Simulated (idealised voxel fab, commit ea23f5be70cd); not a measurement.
Title: Process Module voxel released beams
We display cut, a cross-section 200 nm in width whose square cells are each 5 nm.
How to read a cross-section here: the picture is a grid of square cells, written as bands going from the top down, and any band can span one or more rows of cells. A band entry consists of two parts. The first gives the height of the band's top and the height of its bottom, in nm. The rest lists the band's materials from left to right, each with its width in nm. A single material labelled with the word "throughout" fills the band from edge to edge, and the word "blank" marks empty space. Height datum 0, below which the as-received substrate wafer is one material. Lowest band open at the bottom, running downward: "from 0 down". A width such as "30 to 40" changes by the same amount from each row of cells to the next, from the band's top row to its bottom row. Reading "no modification" for a step: not a cell of the cross-section changed in it. The list in "Entrapped void list" covers empty spaces of 8 cells or more that cannot reach the top through any open way, and it gives each as width x height at distance; the distance is from the left edge, and width, height and distance are in nm. after a step's settings: what the simulator itself notes on the step. "overlay nm" on a masked step: distance the mask lay right of its planned place, negative for left.

The steps planned for the process are as follows
- 1: RECEIVE (material Si)
- 2: CONFORMAL_DEP (material SiN; thk nm 10)
- 3: DIRECTIONAL_DEP (material SiO2; thk nm 10)
- 4: MASKED_ETCH (tone open; mask id ANCHOR; width nm 30; etch materials SiO2; depth nm 10; overlay nm 0)
- 5: CONFORMAL_DEP (material W; thk nm 10)
- 6: DIRECTIONAL_DEP (material aC; thk nm 15)
- 7: PATTERN (tone cover; mask id BEAM; material resist; width nm 90; thk nm 35; overlay nm 0)
- 8: DIRECTIONAL_ETCH (etch materials aC; depth nm 15)
- 9: STRIP (etch materials resist)
- 10: DIRECTIONAL_ETCH (etch materials W; depth nm 10)
- 11: STRIP (etch materials aC)
- 12: STRIP (etch materials SiO2)

As received, after step 1
    from 0 down: Si throughout
    Entrapped void list: none

Cross-sectional view of the first of the two wafers upon completion of the module, processed in accordance with the plan
    from 30 to 20: blank (50); W (15); blank (10); W (65); blank (60)
    from 20 to 10: blank (55); W (30); blank (115)
    from 10 to 0: SiN throughout
    from 0 down: Si throughout
    Entrapped void list: none

Cross-sectional image of the second wafer of the two following completion of the module. Starting state and process plan were the same as for the first wafer; one execution error occurred
    from 30 to 20: blank (50); W (90); blank (60)
    from 20 to 10: SiN throughout
    from 10 to 0: SiO2 throughout
    from 0 down: Si throughout
    Entrapped void list: none
Error vs. plan: steps 2 and 3 of the plan were each performed in the slot designated for the other
Final cells, second wafer relative to first, materials higher or lower: +80 SiO2 | -8 W
